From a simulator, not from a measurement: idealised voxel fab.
The following process module bears the name voxel ribs on slabs.
Square cell edge 5 nm, section width 250 nm, ID cut.
Cross-section = grid of square cells, listed top down in bands; band = one or more rows. Top height, bottom height, nm. Materials left to right, width each, nm. Single material + "full width" = fills band edge to edge. "empty" = empty. Height reference: 0 = level under which incoming wafer is all one material. Lowest band: no bottom, runs on downward, e.g. "top 0, no bottom". Width "30 to 40": first value at the band's top row of cells, second value at its bottom row, equal change from row to row. "remained the same" -> step changed no cross-section cell. "Entrapped void list" specifies each empty space that is not open to the top and that occupies no fewer than 8 cells, using the form width x height at distance, the distance measured from the left edge and all three quantities in nm. Whatever follows a step's settings on its line is a remark the simulator itself makes about that step. overlay nm: where the mask lay relative to plan, measured to the right, on steps with a mask; negatives go left.
[So here's the lineup of process steps we planned]
- 1: op RECEIVE | material Si
- 2: op DIRECTIONAL_DEP | material SiO2 | thk nm 20
- 3: op DIRECTIONAL_DEP | material SiN | thk nm 20
- 4: op PATTERN | tone cover | mask id RIB | material resist | width nm 25 | thk nm 20 | overlay nm 0
- 5: op DIRECTIONAL_ETCH | etch materials SiN | depth nm 10
- 6: op STRIP | etch materials resist
- 7: op PATTERN | tone cover | mask id SLAB | material resist | width nm 55 | thk nm 15 | overlay nm 0
- 8: op DIRECTIONAL_ETCH | etch materials SiN | depth nm 10
- 9: op STRIP | etch materials resist
- 10: op FILL_DEP | material SiO2 | thk nm 15
- 11: op CMP | height nm 50
- 12: op DIRECTIONAL_DEP | material TiN | thk nm 10
- 13: op MASKED_ETCH | tone cover | mask id HEATER | width nm 35 | etch materials TiN | depth nm 10 | overlay nm 0
- 14: op CONFORMAL_DEP | material SiN | thk nm 10
[The first wafer of two, processed as planned]
[Cross-section of the incoming wafer, state after step 1]
top 0, no bottom: Si full width
Entrapped void list: none
[Cross-section of the wafer after step 2]
top 20, bottom 0: SiO2 full width
Heights below 0 show no change.
[Cross-section of the wafer after step 3]
top 40, bottom 20: SiN full width
Heights below 20 show no change.
[Cross-section of the wafer after step 4]
top 60, bottom 40: empty 110; resist 25; empty 115
Heights below 40 show no change.
[Cross-section of the wafer after step 5]
top 60, bottom 40: empty 110; resist 25; empty 115
top 40, bottom 30: empty 110; SiN 25; empty 115
Heights below 30 show no change.
[Cross-section of the wafer after step 6]
top 40, bottom 30: empty 110; SiN 25; empty 115
Heights below 30 show no change.
[Cross-section of the wafer after step 7]
top 55, bottom 40: empty 95; resist 55; empty 100
top 40, bottom 30: empty 95; resist 15; SiN 25; resist 15; empty 100
Heights below 30 show no change.
[Cross-section of the wafer after step 8]
top 55, bottom 40: empty 95; resist 55; empty 100
top 40, bottom 30: empty 95; resist 15; SiN 25; resist 15; empty 100
top 30, bottom 20: empty 95; SiN 55; empty 100
Heights below 20 show no change.
[Cross-section of the wafer after step 9]
top 40, bottom 30: empty 110; SiN 25; empty 115
Heights below 30 show no change.
[Cross-section of the wafer after step 10]
top 55, bottom 40: SiO2 full width
top 40, bottom 30: SiO2 110; SiN 25; SiO2 115
top 30, bottom 20: SiO2 95; SiN 55; SiO2 100
Heights below 20 show no change.
[Cross-section of the wafer after step 11]
top 50, bottom 40: SiO2 full width
Heights below 40 show no change.
[Cross-section of the wafer after step 12]
top 60, bottom 50: TiN full width
Heights below 50 show no change.
[Cross-section of the wafer after step 13]
top 60, bottom 50: empty 105; TiN 35; empty 110
Heights below 50 show no change.
[Cross-section of the wafer after step 14]
top 70, bottom 60: empty 95; SiN 55; empty 100
top 60, bottom 50: SiN 105; TiN 35; SiN 110
Heights below 50 show no change.
[second wafer: like start, like plan, one mistake. Through step 1 it matches the first wafer]
[Planned end of step 2: second wafer, cross-section]
top 40, bottom 0: SiO2 full width
Heights below 0 show no change.
[Planned end of step 3: second wafer, cross-section]
top 60, bottom 40: SiN full width
Heights below 40 show no change.
[Planned end of step 4: second wafer, cross-section]
top 80, bottom 60: empty 110; resist 25; empty 115
Heights below 60 show no change.
[Planned end of step 5: second wafer, cross-section]
top 80, bottom 60: empty 110; resist 25; empty 115
top 60, bottom 50: empty 110; SiN 25; empty 115
Heights below 50 show no change.
[Planned end of step 6: second wafer, cross-section]
top 60, bottom 50: empty 110; SiN 25; empty 115
Heights below 50 show no change.
[Planned end of step 7: second wafer, cross-section]
top 75, bottom 60: empty 95; resist 55; empty 100
top 60, bottom 50: empty 95; resist 15; SiN 25; resist 15; empty 100
Heights below 50 show no change.
[Planned end of step 8: second wafer, cross-section]
top 75, bottom 60: empty 95; resist 55; empty 100
top 60, bottom 50: empty 95; resist 15; SiN 25; resist 15; empty 100
top 50, bottom 40: empty 95; SiN 55; empty 100
Heights below 40 show no change.
[Planned end of step 9: second wafer, cross-section]
top 60, bottom 50: empty 110; SiN 25; empty 115
Heights below 50 show no change.
[Planned end of step 10: second wafer, cross-section]
top 75, bottom 60: SiO2 full width
top 60, bottom 50: SiO2 110; SiN 25; SiO2 115
top 50, bottom 40: SiO2 95; SiN 55; SiO2 100
Heights below 40 show no change.
[Planned end of step 11: second wafer, cross-section]
top 50, bottom 40: SiO2 95; SiN 55; SiO2 100
Heights below 40 show no change.
[Planned end of step 12: second wafer, cross-section]
top 60, bottom 50: TiN full width
Heights below 50 show no change.
[Planned end of step 13: second wafer, cross-section]
top 60, bottom 50: empty 105; TiN 35; empty 110
Heights below 50 show no change.
[Planned end of step 14: second wafer, cross-section]
top 70, bottom 60: empty 95; SiN 55; empty 100
top 60, bottom 50: SiN 105; TiN 35; SiN 110
Heights below 50 show no change.
Where did the run depart from the plan? twice, step 2 of the plan was run
At the finish, the second wafer shows more or fewer cells for some materials than the first does: SiN -10 | SiO2 +10
